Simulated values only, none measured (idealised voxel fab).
Process module heading - voxel lift off
It is cross-section cut that appears here, measuring 300 nm in width, its square cells being 5 nm in size.
Cross-section spec: square-cell grid; bands listed top down; each band is one or more rows. What a band's entry tells you: where the top is and where the bottom is, as heights in nm, and after that what lies inside, material by material from left to right, each with its width in nm. Empty space is written as the word "blank", and a single material marked with the word "full width" occupies the band from edge to edge. The level at which height equals 0 is the one under which the wafer, as it arrives, is entirely one material. No lower edge exists for the bottom band, which continues downward and is notated as in "top 0, no bottom". Quick explanation for "30 to 40": the width changes in equal steps down the rows of cells, from the first number in the band's top row to the second number in its bottom row. "no alteration" (step): cross-section cells unchanged, all of them. What "Sealed internal cavities" gives you is every empty space of 8 cells or more that is cut off from the top. Each appears as width x height at distance, with the distance taken from the left edge and width, height and distance all in nm. Post-settings text on a step line: simulator's own remark regarding the step. The line of a step may include "overlay nm". On a step with a mask, this value is how far to the right of its planned place the mask lay. A negative value means the mask lay to the left.

PLANNED STEP LIST FOR THE PROCESS
1) RECEIVE,material Si
2) CONFORMAL_DEP,material Al2O3,thk nm 5
3) PATTERN,tone open,mask id LINES,material resist,width nm 20,pitch nm 45,thk nm 15,overlay nm 0
4) DIRECTIONAL_DEP,material Ru,thk nm 5
5) STRIP,etch materials resist
6) CONFORMAL_DEP,material SiO2,thk nm 5

SO, THE FIRST OF OUR TWO WAFERS, RUN JUST AS WE PLANNED IT

CROSS-SECTION OF THE INCOMING WAFER, STATE AFTER STEP 1
    top 0, no bottom: Si full width
    Sealed internal cavities: none

CROSS-SECTION THROUGH THE WAFER, STEP 2 FINISHED
    top 5, bottom 0: Al2O3 full width
    Everything under 0 stays put, no change at all.

CROSS-SECTION THROUGH THE WAFER, STEP 3 FINISHED
    top 20, bottom 5: resist=95 | blank=20 | resist=25 | blank=20 | resist=25 | blank=20 | resist=95
    Everything under 5 stays put, no change at all.

CROSS-SECTION THROUGH THE WAFER, STEP 4 FINISHED
    top 25, bottom 20: Ru=95 | blank=20 | Ru=25 | blank=20 | Ru=25 | blank=20 | Ru=95
    top 20, bottom 10: resist=95 | blank=20 | resist=25 | blank=20 | resist=25 | blank=20 | resist=95
    top 10, bottom 5: resist=95 | Ru=20 | resist=25 | Ru=20 | resist=25 | Ru=20 | resist=95
    Everything under 5 stays put, no change at all.

CROSS-SECTION THROUGH THE WAFER, STEP 5 FINISHED
    top 10, bottom 5: blank=95 | Ru=20 | blank=25 | Ru=20 | blank=25 | Ru=20 | blank=95
    Everything under 5 stays put, no change at all.

CROSS-SECTION THROUGH THE WAFER, STEP 6 FINISHED
    top 15, bottom 10: blank=90 | SiO2=30 | blank=15 | SiO2=30 | blank=15 | SiO2=30 | blank=90
    top 10, bottom 5: SiO2=95 | Ru=20 | SiO2=25 | Ru=20 | SiO2=25 | Ru=20 | SiO2=95
    Everything under 5 stays put, no change at all.

NOW THE OTHER WAFER: SAME START, SAME RECIPE, BUT WE MESSED UP ONE THING WHEN RUNNING IT. UP TO AND INCLUDING STEP 4 IT'S THE SAME AS THE FIRST ONE

SECOND WAFER PROFILE IN SECTION, AT THE MOMENT STEP 5 OF THE PLAN WAS MEANT TO BE COMPLETE
    top 10, bottom 5: blank=95 | Ru=20 | blank=25 | Ru=20 | blank=25 | Ru=20 | blank=95
    Everything under 5 stays put, no change at all.

SECOND WAFER PROFILE IN SECTION, AT THE MOMENT STEP 6 OF THE PLAN WAS MEANT TO BE COMPLETE
    top 15, bottom 10: blank=90 | SiO2=30 | blank=15 | SiO2=30 | blank=15 | SiO2=30 | blank=90
    top 10, bottom 5: SiO2=95 | Ru=20 | SiO2=25 | Ru=20 | SiO2=25 | Ru=20 | SiO2=95
    Everything under 5 stays put, no change at all.
It is concluded that the wafer was processed incorrectly with respect to the plan, in that yeah, plan step 5 got run twice
Same final cross-section on the two wafers, so the model's numbers don't move because of the mistake.
